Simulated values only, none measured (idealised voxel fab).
The process module presented herein is designated voxel plated lines.
The width of the displayed cross-section, cut, is 265 nm; its cells are square, with a size of 5 nm.
We lay out every cross-section as a grid of square cells and spell it out in bands from the top down, where one band means one or more rows of cells. Per band: top height and bottom height in nm, followed by the left-to-right materials and their widths in nm; "full width" marks a single material spanning edge to edge, "air" marks empty space. Height reference: 0 = level under which incoming wafer is all one material. Lowest band: no bottom, runs on downward, e.g. "0..down". Per-row width for "30 to 40": begins at first number (top row of band), ends at second number (bottom row), increment between rows held constant. "no alterations made" means the step left every cell of the cross-section as it was. Closed-off voids of 8+ cells (no open route to the top) go in "Sealed void listing", written width x height at distance from the left edge, in nm. Text after the settings on a step's line: the simulator's own remark on that step. The "overlay nm" setting may appear on a step's line; for a step that uses a mask, it gives how far to the right of its planned position the mask lay, and a negative value indicates the left.
## Steps in the process plan
1) RECEIVE,material Si
2) CONFORMAL_DEP,material Al2O3,thk nm 10
3) DIRECTIONAL_DEP,material TiN,thk nm 5
4) PATTERN,tone open,mask id LINES,material resist,width nm 25,pitch nm 45,thk nm 20,overlay nm 0
5) EPI,material Ru,thk nm 5
6) STRIP,etch materials resist
7) DIRECTIONAL_ETCH,etch materials TiN,depth nm 5
8) CONFORMAL_DEP,material SiCN,thk nm 10
## So, the first of our two wafers, run just as we planned it
## As received (post step 1): cross-section
    0..down  Si full width
    Sealed void listing: none
## Wafer xsec, post step 2
    10..0  Al2O3 full width
    Nothing below the height 0 has changed.
## Wafer xsec, post step 3
    15..10  TiN full width
    Nothing below the height 10 has changed.
## Wafer xsec, post step 4
    35..15  resist 95, then air 25, then resist 20, then air 25, then resist 100
    Nothing below the height 15 has changed.
## Wafer xsec, post step 5
    35..20  resist 95, then air 25, then resist 20, then air 25, then resist 100
    20..15  resist 95, then Ru 25, then resist 20, then Ru 25, then resist 100
    Nothing below the height 15 has changed.
## Wafer xsec, post step 6
    20..15  air 95, then Ru 25, then air 20, then Ru 25, then air 100
    Nothing below the height 15 has changed.
## Wafer xsec, post step 7
    20..15  air 95, then Ru 25, then air 20, then Ru 25, then air 100
    15..10  air 95, then TiN 25, then air 20, then TiN 25, then air 100
    Nothing below the height 10 has changed.
## Wafer xsec, post step 8
    30..20  air 85, then SiCN 90, then air 90
    20..15  SiCN 95, then Ru 25, then SiCN 20, then Ru 25, then SiCN 100
    15..10  SiCN 95, then TiN 25, then SiCN 20, then TiN 25, then SiCN 100
    Nothing below the height 10 has changed.
## Second wafer - shared start and plan with the first - one error in running - same as the first up to step 5 inclusive
## Second wafer, cut view, end of step 6 per plan
    20..15  air 95, then Ru 25, then air 20, then Ru 25, then air 100
    Nothing below the height 15 has changed.
## Second wafer, cut view, end of step 7 per plan
    20..15  air 95, then Ru 25, then air 20, then Ru 25, then air 100
    15..10  air 95, then TiN 25, then air 20, then TiN 25, then air 100
    Nothing below the height 10 has changed.
## Second wafer, cut view, end of step 8 per plan
    30..20  air 85, then SiCN 90, then air 90
    20..15  SiCN 95, then Ru 25, then SiCN 20, then Ru 25, then SiCN 100
    15..10  SiCN 95, then TiN 25, then SiCN 20, then TiN 25, then SiCN 100
    Nothing below the height 10 has changed.
what went wrong: step 6 from the plan got run twice
Since the two wafers finish with cross-sections that are the same, nothing this model computes is changed by the mistake.
